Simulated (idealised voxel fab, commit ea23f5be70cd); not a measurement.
You're looking at the process module voxel self aligned contacts.
Cross-section cut: width 200 nm, square cells of 5 nm.
Just so we're on the same page, the cross-sections are grids of square cells, and they're listed out in bands top to bottom, each band one or more rows deep. Each band's line starts with the height of the band's top and of its bottom, in nm. Then come its materials from left to right, each with its width in nm. One material with "edge to edge" fills the band from edge to edge. "air" is empty space. All heights in this document are referenced to 0, defined as the level beneath which the wafer, as received, consists entirely of one material. The lowest band is not bounded below; it extends indefinitely downward and is written in the form "top 0, no bottom". The two numbers in a width such as "30..40" mark its ends across the band: the first belongs to the top row of cells, the second to the bottom row, and from each row to the next the width moves by the same amount. It should be understood that the words "left unchanged", when stated for a given step, signify that the cross-section underwent no change in any of its cells during that step. The entry "Voids, sealed" lists the empty spaces that cover at least 8 cells and have no open path to the top. Each is written as width x height at distance, where the distance is measured from the left edge and all three values are in nm. Heads up: the bit after the settings on a step's line is the simulator's remark on that step. Each step line may optionally specify "overlay nm", which for a step with a mask gives the rightward distance between the mask's planned place and where it lay, a negative value indicating the leftward direction.
**List of planned process steps**
1: RECEIVE with material Si
2: OXIDIZE with depth nm 5
3: DIRECTIONAL_DEP with material polySi, thk nm 30
4: DIRECTIONAL_DEP with material SiN, thk nm 20
5: DIRECTIONAL_DEP with material aC, thk nm 15
6: PATTERN with tone cover, mask id GATE, material resist, width nm 25, pitch nm 60, thk nm 35, overlay nm 0
7: DIRECTIONAL_ETCH with etch materials aC, depth nm 15
8: STRIP with etch materials resist
9: DIRECTIONAL_ETCH with etch materials SiN, depth nm 20
10: DIRECTIONAL_ETCH with etch materials polySi, depth nm 30
11: STRIP with etch materials aC
12: CONFORMAL_DEP with material SiN, thk nm 10
13: DIRECTIONAL_ETCH with etch materials SiN, depth nm 10
14: FILL_DEP with material SiO2, thk nm 20
15: CMP with height nm 60
16: PATTERN with tone open, mask id CONTACT, material resist, width nm 45, pitch nm 60, thk nm 15, overlay nm 0
17: DIRECTIONAL_ETCH with etch materials SiO2, depth nm 65
18: STRIP with etch materials resist
19: CONFORMAL_DEP with material TiN, thk nm 5
20: FILL_DEP with material Ru, thk nm 10
21: CMP with height nm 60
22: CONFORMAL_DEP with material SiCN, thk nm 5
**First of two wafers, processed according to plan**
**Step 1 complete: cross-section of the wafer as received**
* top 0, no bottom = Si edge to edge
* Voids, sealed: none
**The following cross-section depicts the wafer upon completion of step 2**
* top 0, bottom -5 = SiO2 edge to edge
* Below -5, no change.
**The following cross-section depicts the wafer upon completion of step 3**
* top 30, bottom 0 = polySi edge to edge
* Below 0, no change.
**The following cross-section depicts the wafer upon completion of step 4**
* top 50, bottom 30 = SiN edge to edge
* Below 30, no change.
**The following cross-section depicts the wafer upon completion of step 5**
* top 65, bottom 50 = aC edge to edge
* Below 50, no change.
**The following cross-section depicts the wafer upon completion of step 6**
* top 100, bottom 65 = air (25)  resist (25)  air (35)  resist (25)  air (35)  resist (25)  air (30)
* Below 65, no change.
**The following cross-section depicts the wafer upon completion of step 7**
* top 85, bottom 65 = air (25)  resist (25)  air (35)  resist (25)  air (35)  resist (25)  air (30)
* top 65, bottom 50 = air (25)  aC (25)  air (35)  aC (25)  air (35)  aC (25)  air (30)
* Below 50, no change.
**The following cross-section depicts the wafer upon completion of step 8**
* top 65, bottom 50 = air (25)  aC (25)  air (35)  aC (25)  air (35)  aC (25)  air (30)
* Below 50, no change.
**The following cross-section depicts the wafer upon completion of step 9**
* top 65, bottom 50 = air (25)  aC (25)  air (35)  aC (25)  air (35)  aC (25)  air (30)
* top 50, bottom 30 = air (25)  SiN (25)  air (35)  SiN (25)  air (35)  SiN (25)  air (30)
* Below 30, no change.
**The following cross-section depicts the wafer upon completion of step 10**
* top 65, bottom 50 = air (25)  aC (25)  air (35)  aC (25)  air (35)  aC (25)  air (30)
* top 50, bottom 30 = air (25)  SiN (25)  air (35)  SiN (25)  air (35)  SiN (25)  air (30)
* top 30, bottom 0 = air (25)  polySi (25)  air (35)  polySi (25)  air (35)  polySi (25)  air (30)
* Below 0, no change.
**The following cross-section depicts the wafer upon completion of step 11**
* top 50, bottom 30 = air (25)  SiN (25)  air (35)  SiN (25)  air (35)  SiN (25)  air (30)
* Below 30, no change.
**The following cross-section depicts the wafer upon completion of step 12**
* top 60, bottom 30 = air (15)  SiN (45)  air (15)  SiN (45)  air (15)  SiN (45)  air (20)
* top 30, bottom 10 = air (15)  SiN (10)  polySi (25)  SiN (10)  air (15)  SiN (10)  polySi (25)  SiN (10)  air (15)  SiN (10)  polySi (25)  SiN (10)  air (20)
* top 10, bottom 0 = SiN (25)  polySi (25)  SiN (35)  polySi (25)  SiN (35)  polySi (25)  SiN (30)
* Below 0, no change.
**The following cross-section depicts the wafer upon completion of step 13**
* top 50, bottom 30 = air (15)  SiN (45)  air (15)  SiN (45)  air (15)  SiN (45)  air (20)
* top 30, bottom 0 = air (15)  SiN (10)  polySi (25)  SiN (10)  air (15)  SiN (10)  polySi (25)  SiN (10)  air (15)  SiN (10)  polySi (25)  SiN (10)  air (20)
* Below 0, no change.
**The following cross-section depicts the wafer upon completion of step 14**
* top 70, bottom 50 = SiO2 edge to edge
* top 50, bottom 30 = SiO2 (15)  SiN (45)  SiO2 (15)  SiN (45)  SiO2 (15)  SiN (45)  SiO2 (20)
* top 30, bottom 0 = SiO2 (15)  SiN (10)  polySi (25)  SiN (10)  SiO2 (15)  SiN (10)  polySi (25)  SiN (10)  SiO2 (15)  SiN (10)  polySi (25)  SiN (10)  SiO2 (20)
* Below 0, no change.
**The following cross-section depicts the wafer upon completion of step 15**
* top 60, bottom 50 = SiO2 edge to edge
* Below 50, no change.
**The following cross-section depicts the wafer upon completion of step 16**
* top 75, bottom 60 = resist (45)  air (45)  resist (15)  air (45)  resist (50)
* Below 60, no change.
**The following cross-section depicts the wafer upon completion of step 17**
* top 75, bottom 60 = resist (45)  air (45)  resist (15)  air (45)  resist (50)
* top 60, bottom 50 = SiO2 (45)  air (45)  SiO2 (15)  air (45)  SiO2 (50)
* top 50, bottom 30 = SiO2 (15)  SiN (45)  air (15)  SiN (45)  air (15)  SiN (45)  SiO2 (20)
* top 30, bottom 0 = SiO2 (15)  SiN (10)  polySi (25)  SiN (10)  air (15)  SiN (10)  polySi (25)  SiN (10)  air (15)  SiN (10)  polySi (25)  SiN (10)  SiO2 (20)
* top 0, bottom -5 = SiO2 (60)  air (15)  SiO2 (45)  air (15)  SiO2 (65)
* Below -5, no change.
**The following cross-section depicts the wafer upon completion of step 18**
* top 60, bottom 50 = SiO2 (45)  air (45)  SiO2 (15)  air (45)  SiO2 (50)
* Below 50, no change.
**The following cross-section depicts the wafer upon completion of step 19**
* top 65, bottom 60 = TiN (50)  air (35)  TiN (25)  air (35)  TiN (55)
* top 60, bottom 50 = SiO2 (45)  TiN (5..20)  air (35..5)  TiN (5..20)  SiO2 (15)  TiN (5..20)  air (35..5)  TiN (5..20)  SiO2 (50)
* top 50, bottom 30 = SiO2 (15)  SiN (45)  TiN (5)  air (5)  TiN (5)  SiN (45)  TiN (5)  air (5)  TiN (5)  SiN (45)  SiO2 (20)
* top 30, bottom 0 = SiO2 (15)  SiN (10)  polySi (25)  SiN (10)  TiN (5)  air (5)  TiN (5)  SiN (10)  polySi (25)  SiN (10)  TiN (5)  air (5)  TiN (5)  SiN (10)  polySi (25)  SiN (10)  SiO2 (20)
* top 0, bottom -5 = SiO2 (60)  TiN (15)  SiO2 (45)  TiN (15)  SiO2 (65)
* Below -5, no change.
**The following cross-section depicts the wafer upon completion of step 20**
* top 75, bottom 65 = Ru edge to edge
* top 65, bottom 60 = TiN (50)  Ru (35)  TiN (25)  Ru (35)  TiN (55)
* top 60, bottom 50 = SiO2 (45)  TiN (5..20)  Ru (35..5)  TiN (5..20)  SiO2 (15)  TiN (5..20)  Ru (35..5)  TiN (5..20)  SiO2 (50)
* top 50, bottom 30 = SiO2 (15)  SiN (45)  TiN (5)  Ru (5)  TiN (5)  SiN (45)  TiN (5)  Ru (5)  TiN (5)  SiN (45)  SiO2 (20)
* top 30, bottom 0 = SiO2 (15)  SiN (10)  polySi (25)  SiN (10)  TiN (5)  Ru (5)  TiN (5)  SiN (10)  polySi (25)  SiN (10)  TiN (5)  Ru (5)  TiN (5)  SiN (10)  polySi (25)  SiN (10)  SiO2 (20)
* Below 0, no change.
**The following cross-section depicts the wafer upon completion of step 21**
* top 60, bottom 50 = SiO2 (45)  TiN (5..20)  Ru (35..5)  TiN (5..20)  SiO2 (15)  TiN (5..20)  Ru (35..5)  TiN (5..20)  SiO2 (50)
* Below 50, no change.
**The following cross-section depicts the wafer upon completion of step 22**
* top 65, bottom 60 = SiCN edge to edge
* Below 60, no change.
**Wafer two of two - same starting point, same process plan, one mistake in execution; matches wafer one up to and including step 15**
**The second wafer cut through, at the time step 16 was supposed to be finished**
* top 75, bottom 60 = resist (35)  air (45)  resist (15)  air (45)  resist (60)
* Below 60, no change.
**The second wafer cut through, at the time step 17 was supposed to be finished**
* top 75, bottom 60 = resist (35)  air (45)  resist (15)  air (45)  resist (60)
* top 60, bottom 50 = SiO2 (35)  air (45)  SiO2 (15)  air (45)  SiO2 (60)
* top 50, bottom 30 = SiO2 (15)  SiN (45)  air (15)  SiN (45)  air (15)  SiN (45)  SiO2 (20)
* top 30, bottom 0 = SiO2 (15)  SiN (10)  polySi (25)  SiN (10)  air (15)  SiN (10)  polySi (25)  SiN (10)  air (15)  SiN (10)  polySi (25)  SiN (10)  SiO2 (20)
* top 0, bottom -5 = SiO2 (60)  air (15)  SiO2 (45)  air (15)  SiO2 (65)
* Below -5, no change.
**The second wafer cut through, at the time step 18 was supposed to be finished**
* top 60, bottom 50 = SiO2 (35)  air (45)  SiO2 (15)  air (45)  SiO2 (60)
* Below 50, no change.
**The second wafer cut through, at the time step 19 was supposed to be finished**
* top 65, bottom 60 = TiN (40)  air (35)  TiN (25)  air (35)  TiN (65)
* top 60, bottom 50 = SiO2 (35)  TiN (5..30)  air (35..5)  TiN (5..10)  SiO2 (15)  TiN (5..30)  air (35..5)  TiN (5..10)  SiO2 (60)
* top 50, bottom 30 = SiO2 (15)  SiN (45)  TiN (5)  air (5)  TiN (5)  SiN (45)  TiN (5)  air (5)  TiN (5)  SiN (45)  SiO2 (20)
* top 30, bottom 0 = SiO2 (15)  SiN (10)  polySi (25)  SiN (10)  TiN (5)  air (5)  TiN (5)  SiN (10)  polySi (25)  SiN (10)  TiN (5)  air (5)  TiN (5)  SiN (10)  polySi (25)  SiN (10)  SiO2 (20)
* top 0, bottom -5 = SiO2 (60)  TiN (15)  SiO2 (45)  TiN (15)  SiO2 (65)
* Below -5, no change.
**The second wafer cut through, at the time step 20 was supposed to be finished**
* top 75, bottom 65 = Ru edge to edge
* top 65, bottom 60 = TiN (40)  Ru (35)  TiN (25)  Ru (35)  TiN (65)
* top 60, bottom 50 = SiO2 (35)  TiN (5..30)  Ru (35..5)  TiN (5..10)  SiO2 (15)  TiN (5..30)  Ru (35..5)  TiN (5..10)  SiO2 (60)
* top 50, bottom 30 = SiO2 (15)  SiN (45)  TiN (5)  Ru (5)  TiN (5)  SiN (45)  TiN (5)  Ru (5)  TiN (5)  SiN (45)  SiO2 (20)
* top 30, bottom 0 = SiO2 (15)  SiN (10)  polySi (25)  SiN (10)  TiN (5)  Ru (5)  TiN (5)  SiN (10)  polySi (25)  SiN (10)  TiN (5)  Ru (5)  TiN (5)  SiN (10)  polySi (25)  SiN (10)  SiO2 (20)
* Below 0, no change.
**The second wafer cut through, at the time step 21 was supposed to be finished**
* top 60, bottom 50 = SiO2 (35)  TiN (5..30)  Ru (35..5)  TiN (5..10)  SiO2 (15)  TiN (5..30)  Ru (35..5)  TiN (5..10)  SiO2 (60)
* Below 50, no change.
**The second wafer cut through, at the time step 22 was supposed to be finished**
* top 65, bottom 60 = SiCN edge to edge
* Below 60, no change.
Deviation noted in wafer processing: not per plan at step 16, really ran PATTERN with tone open, mask id CONTACT, material resist, width nm 45, pitch nm 60, thk nm 15, overlay nm -10
End check, second vs first wafer: material counts in cells match, positions do not.
